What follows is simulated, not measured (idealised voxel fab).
process module | voxel tone inversion
Section shown: cut. Width: 220 nm. Cell size: 5 nm, square.
A cross-section is a grid of square cells, given in bands from the top down. A band is one or more rows of cells. Band: top and bottom heights (nm) first, top before bottom; then materials from left to right, widths in nm. "full width" marks a sole material filling the band edge to edge. "blank" denotes empty space. For the purposes of this specification, 0 denotes the height below which the wafer in its as-received condition is composed wholly of one material, and the lowermost band, lacking a lower limit, extends downward without end, as expressed in "z 0 and below". Width "30->40": first value at the band's top row of cells, second value at its bottom row, equal change from row to row. The cross-section has no changed cell in any step marked "remained the same". "Encapsulated voids" specifies each empty space that is not open to the top and that occupies no fewer than 8 cells, using the form width x height at distance, the distance measured from the left edge and all three quantities in nm. What comes after the settings on a step's line is commentary from the simulator itself on that step. The "overlay nm" setting may appear on a step's line; for a step that uses a mask, it gives how far to the right of its planned position the mask lay, and a negative value indicates the left.
**So here's the lineup of process steps we planned**
1 RECEIVE: material Si
2 CONFORMAL_DEP: material SiN, thk nm 5
3 DIRECTIONAL_DEP: material polySi, thk nm 5
4 PATTERN: tone cover, mask id POSTS, material resist, width nm 20, pitch nm 40, thk nm 25, overlay nm 0
5 DIRECTIONAL_ETCH: etch materials polySi, depth nm 15
6 STRIP: etch materials resist
7 FILL_DEP: material lowk, thk nm 10
8 CMP: height nm 20
9 STRIP: etch materials polySi
The plan's step 3 thk nm is the first wafer's value; the wafers differ in this setting and start identical.
**Cross-section of the first of several wafers on receipt, reflecting completion of step 1**
* z 0 and below = Si full width
* Encapsulated voids: none
**End of module, by wafer: material-by-material cell gain (+) or loss (-) since receipt, then closed voids**
thk nm 5 | +44 SiN | +120 lowk | +12 polySi | Encapsulated voids: none
thk nm 10 | +44 SiN | +108 lowk | +24 polySi | Encapsulated voids: none
thk nm 15 | +44 SiN | +96 lowk | Encapsulated voids: none
thk nm 20 | +44 SiN | Encapsulated voids: none
thk nm 25 | +44 SiN | Encapsulated voids: none
thk nm 30 | +44 SiN | Encapsulated voids: none
